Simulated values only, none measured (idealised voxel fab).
process module | voxel air gaps
cross-section cut | 220 nm wide | cells 5 nm
A cross-section is a grid of square cells, given in bands from the top down. A band is one or more rows of cells.
Each band's line starts with the height of the band's top and of its bottom, in nm. Then come its materials from left to right, each with its width in nm. One material with "throughout" fills the band from edge to edge. "air" is empty space.
Height 0 is the level under which the wafer as received is all one material. The lowest band goes on downwards, as in "0 down".
A width such as "30 to 40" changes by the same amount from each row of cells to the next, from the band's top row to its bottom row.
"no change" after a step means that no cell of the cross-section changed.
closed voids: empty space of 8 cells or more with no open way to the top, each as width x height at its distance from the left edge, in nm
after a step's settings: what the simulator itself notes on the step
overlay nm, on a step with a mask: how far to the right of its planned place the mask lay; to the left if negative
plan
1 op RECEIVE | material Si
2 op CONFORMAL_DEP | material SiO2 | thk nm 15
3 op CONFORMAL_DEP | material SiN | thk nm 5
4 op DIRECTIONAL_DEP | material SiO2 | thk nm 35
5 op DIRECTIONAL_DEP | material aC | thk nm 15
6 op PATTERN | tone open | mask id LINES | material resist | width nm 20 | pitch nm 50 | thk nm 30 | overlay nm 0
7 op DIRECTIONAL_ETCH | etch materials aC | depth nm 15
8 op STRIP | etch materials resist
9 op DIRECTIONAL_ETCH | etch materials SiO2 | depth nm 35
10 op STRIP | etch materials aC
11 op CONFORMAL_DEP | material TiN | thk nm 5
12 op FILL_DEP | material W | thk nm 10
13 op CMP | height nm 55
14 op EPI | material Ru | thk nm 10
15 op SELECTIVE_ETCH | etch materials SiO2 | depth nm 45
16 op CONFORMAL_DEP | material SiCN | thk nm 5
first wafer, as planned
as received, after step 1
  0 down: Si throughout
  closed voids: none
after step 2
  15 to 0: SiO2 throughout
  below 0: unchanged
after step 3
  20 to 15: SiN throughout
  below 15: unchanged
after step 4
  55 to 20: SiO2 throughout
  below 20: unchanged
after step 5
  70 to 55: aC throughout
  below 55: unchanged
after step 6
  100 to 70: resist 25 | air 20 | resist 30 | air 20 | resist 30 | air 20 | resist 30 | air 20 | resist 25
  below 70: unchanged
after step 7
  85 to 70: resist 25 | air 20 | resist 30 | air 20 | resist 30 | air 20 | resist 30 | air 20 | resist 25
  70 to 55: aC 25 | air 20 | aC 30 | air 20 | aC 30 | air 20 | aC 30 | air 20 | aC 25
  below 55: unchanged
after step 8
  70 to 55: aC 25 | air 20 | aC 30 | air 20 | aC 30 | air 20 | aC 30 | air 20 | aC 25
  below 55: unchanged
after step 9
  70 to 55: aC 25 | air 20 | aC 30 | air 20 | aC 30 | air 20 | aC 30 | air 20 | aC 25
  55 to 20: SiO2 25 | air 20 | SiO2 30 | air 20 | SiO2 30 | air 20 | SiO2 30 | air 20 | SiO2 25
  below 20: unchanged
after step 10
  55 to 20: SiO2 25 | air 20 | SiO2 30 | air 20 | SiO2 30 | air 20 | SiO2 30 | air 20 | SiO2 25
  below 20: unchanged
after step 11
  60 to 55: TiN 30 | air 10 | TiN 40 | air 10 | TiN 40 | air 10 | TiN 40 | air 10 | TiN 30
  55 to 25: SiO2 25 | TiN 5 | air 10 | TiN 5 | SiO2 30 | TiN 5 | air 10 | TiN 5 | SiO2 30 | TiN 5 | air 10 | TiN 5 | SiO2 30 | TiN 5 | air 10 | TiN 5 | SiO2 25
  25 to 20: SiO2 25 | TiN 20 | SiO2 30 | TiN 20 | SiO2 30 | TiN 20 | SiO2 30 | TiN 20 | SiO2 25
  below 20: unchanged
after step 12
  70 to 60: W throughout
  60 to 55: TiN 30 | W 10 | TiN 40 | W 10 | TiN 40 | W 10 | TiN 40 | W 10 | TiN 30
  55 to 25: SiO2 25 | TiN 5 | W 10 | TiN 5 | SiO2 30 | TiN 5 | W 10 | TiN 5 | SiO2 30 | TiN 5 | W 10 | TiN 5 | SiO2 30 | TiN 5 | W 10 | TiN 5 | SiO2 25
  below 25: unchanged
after step 13
  55 to 25: SiO2 25 | TiN 5 | W 10 | TiN 5 | SiO2 30 | TiN 5 | W 10 | TiN 5 | SiO2 30 | TiN 5 | W 10 | TiN 5 | SiO2 30 | TiN 5 | W 10 | TiN 5 | SiO2 25
  below 25: unchanged
after step 14
  65 to 55: air 15 | Ru 40 | air 10 | Ru 40 | air 10 | Ru 40 | air 10 | Ru 40 | air 15
  below 55: unchanged
after step 15
  65 to 55: air 15 | Ru 40 | air 10 | Ru 40 | air 10 | Ru 40 | air 10 | Ru 40 | air 15
  55 to 25: air 25 | TiN 5 | W 10 | TiN 5 | air 30 | TiN 5 | W 10 | TiN 5 | air 30 | TiN 5 | W 10 | TiN 5 | air 30 | TiN 5 | W 10 | TiN 5 | air 25
  25 to 20: air 25 | TiN 20 | air 30 | TiN 20 | air 30 | TiN 20 | air 30 | TiN 20 | air 25
  below 20: unchanged
after step 16
  70 to 65: air 10 | SiCN 200 | air 10
  65 to 55: air 10 | SiCN 5 | Ru 40 | SiCN 10 | Ru 40 | SiCN 10 | Ru 40 | SiCN 10 | Ru 40 | SiCN 5 | air 10
  55 to 50: air 10 | SiCN 15 | TiN 5 | W 10 | TiN 5 | SiCN 30 | TiN 5 | W 10 | TiN 5 | SiCN 30 | TiN 5 | W 10 | TiN 5 | SiCN 30 | TiN 5 | W 10 | TiN 5 | SiCN 15 | air 10
  50 to 25: air 20 | SiCN 5 | TiN 5 | W 10 | TiN 5 | SiCN 5 | air 20 | SiCN 5 | TiN 5 | W 10 | TiN 5 | SiCN 5 | air 20 | SiCN 5 | TiN 5 | W 10 | TiN 5 | SiCN 5 | air 20 | SiCN 5 | TiN 5 | W 10 | TiN 5 | SiCN 5 | air 20
  25 to 20: SiCN 25 | TiN 20 | SiCN 30 | TiN 20 | SiCN 30 | TiN 20 | SiCN 30 | TiN 20 | SiCN 25
  below 20: unchanged
  closed voids: 20 x 25 at 50; 20 x 25 at 100; 20 x 25 at 150
second wafer: like start, like plan, one mistake. Through step 2 it matches the first wafer
when step 3 should have ended
  50 to 0: SiO2 throughout
  below 0: unchanged
when step 4 should have ended
  55 to 50: SiN throughout
  below 50: unchanged
when step 5 should have ended
  70 to 55: aC throughout
  below 55: unchanged
when step 6 should have ended
  100 to 70: resist 25 | air 20 | resist 30 | air 20 | resist 30 | air 20 | resist 30 | air 20 | resist 25
  below 70: unchanged
when step 7 should have ended
  85 to 70: resist 25 | air 20 | resist 30 | air 20 | resist 30 | air 20 | resist 30 | air 20 | resist 25
  70 to 55: aC 25 | air 20 | aC 30 | air 20 | aC 30 | air 20 | aC 30 | air 20 | aC 25
  below 55: unchanged
when step 8 should have ended
  70 to 55: aC 25 | air 20 | aC 30 | air 20 | aC 30 | air 20 | aC 30 | air 20 | aC 25
  below 55: unchanged
when step 9 should have ended: no change
when step 10 should have ended
  55 to 50: SiN throughout
  below 50: unchanged
when step 11 should have ended
  60 to 55: TiN throughout
  below 55: unchanged
when step 12 should have ended
  70 to 60: W throughout
  below 60: unchanged
when step 13 should have ended
  55 to 50: SiN throughout
  below 50: unchanged
when step 14 should have ended: no change
when step 15 should have ended: no change
when step 16 should have ended
  60 to 55: SiCN throughout
  below 55: unchanged
what went wrong: steps 3 and 4 were swapped
at the end the second wafer has, in cells: 64 fewer of Ru | 104 fewer of SiCN | 308 more of SiO2 | 64 fewer of TiN | 48 fewer of W
closed voids at the end (first wafer, second wafer): 3, 0
